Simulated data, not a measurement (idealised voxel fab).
Process module, titled voxel released beams
It is cross-section cut that appears here, measuring 190 nm in width, its square cells being 5 nm in size.
A cross-section is a grid of square cells, given in bands from the top down. A band is one or more rows of cells. Band entry format. Leading values: height of top, height of bottom, nm. Remainder: materials in left-to-right order, each with its width in nm. Special words: "all across" on a single material, which then fills the band edge to edge; "air", empty space. Measure heights from 0. That's the level where, below it, the as-received wafer is all one material. The lowest band is bottomless and extends downward; write it as in "0..down". You'd read "30..40" like this: the band's top row of cells is as wide as the first number, its bottom row is as wide as the second, and going down, every row changes width by the same amount as the row before did. The designation "remained the same", where it is given for a processing step, indicates that no cell of the cross-section was altered in the course of that step. The list in "Closed cavities" covers empty spaces of 8 cells or more that cannot reach the top through any open way, and it gives each as width x height at distance; the distance is from the left edge, and width, height and distance are in nm. Step line, after settings: the simulator's comment on this step. The setting "overlay nm" may be written on the line of a step. When the step uses a mask, the value reports how far to the right of the planned place the mask lay, and a negative value reports that it lay to the left.

The following list gives the planned process steps
1: RECEIVE with material Si
2: CONFORMAL_DEP with material Al2O3, thk nm 5
3: DIRECTIONAL_DEP with material SiO2, thk nm 20
4: MASKED_ETCH with tone open, mask id ANCHOR, width nm 35, etch materials SiO2, depth nm 20, overlay nm 0
5: CONFORMAL_DEP with material W, thk nm 15
6: MASKED_ETCH with tone cover, mask id BEAM, width nm 90, etch materials W, depth nm 15, overlay nm 0
7: STRIP with etch materials SiO2

First out of two wafers; run went to plan

Here's what the wafer looked like in cross-section when it arrived - that's after step 1
  0..down  Si all across
  Closed cavities: none

Cross-section: wafer state after step 2
  5..0  Al2O3 all across
  Below 0, the layers are the same as they were.

Cross-section: wafer state after step 3
  25..5  SiO2 all across
  Below 5, the layers are the same as they were.

Cross-section: wafer state after step 4
  25..5  50 SiO2, then 35 air, then 105 SiO2
  Below 5, the layers are the same as they were.

Cross-section: wafer state after step 5
  40..25  65 W, then 5 air, then 120 W
  25..20  50 SiO2, then 15 W, then 5 air, then 15 W, then 105 SiO2
  20..5  50 SiO2, then 35 W, then 105 SiO2
  Below 5, the layers are the same as they were.

Cross-section: wafer state after step 6
  40..25  45 air, then 20 W, then 5 air, then 65 W, then 55 air
  Below 25, the layers are the same as they were.

Cross-section: wafer state after step 7
  40..25  45 air, then 20 W, then 5 air, then 65 W, then 55 air
  25..20  50 air, then 15 W, then 5 air, then 15 W, then 105 air
  20..5  50 air, then 35 W, then 105 air
  Below 5, the layers are the same as they were.

Wafer two of the pair: same origin, same plan, one error during the run; identical to wafer one up to and including step 2

Second wafer, section view, time point: scheduled end of step 3
  15..5  SiO2 all across
  Below 5, the layers are the same as they were.

Second wafer, section view, time point: scheduled end of step 4
  15..5  50 SiO2, then 35 air, then 105 SiO2
  Below 5, the layers are the same as they were.

Second wafer, section view, time point: scheduled end of step 5
  30..20  65 W, then 5 air, then 120 W
  20..15  W all across
  15..5  50 SiO2, then 35 W, then 105 SiO2
  Below 5, the layers are the same as they were.

Second wafer, section view, time point: scheduled end of step 6
  30..20  45 air, then 20 W, then 5 air, then 65 W, then 55 air
  20..15  45 air, then 90 W, then 55 air
  Below 15, the layers are the same as they were.

Second wafer, section view, time point: scheduled end of step 7
  30..20  45 air, then 20 W, then 5 air, then 65 W, then 55 air
  20..15  45 air, then 90 W, then 55 air
  15..5  50 air, then 35 W, then 105 air
  Below 5, the layers are the same as they were.
Plan not followed: step 3, actual vs plan mismatch, actual run DIRECTIONAL_DEP with material SiO2, thk nm 10
Final wafer comparison in cells, second versus first, more or fewer per material: 12 fewer of W
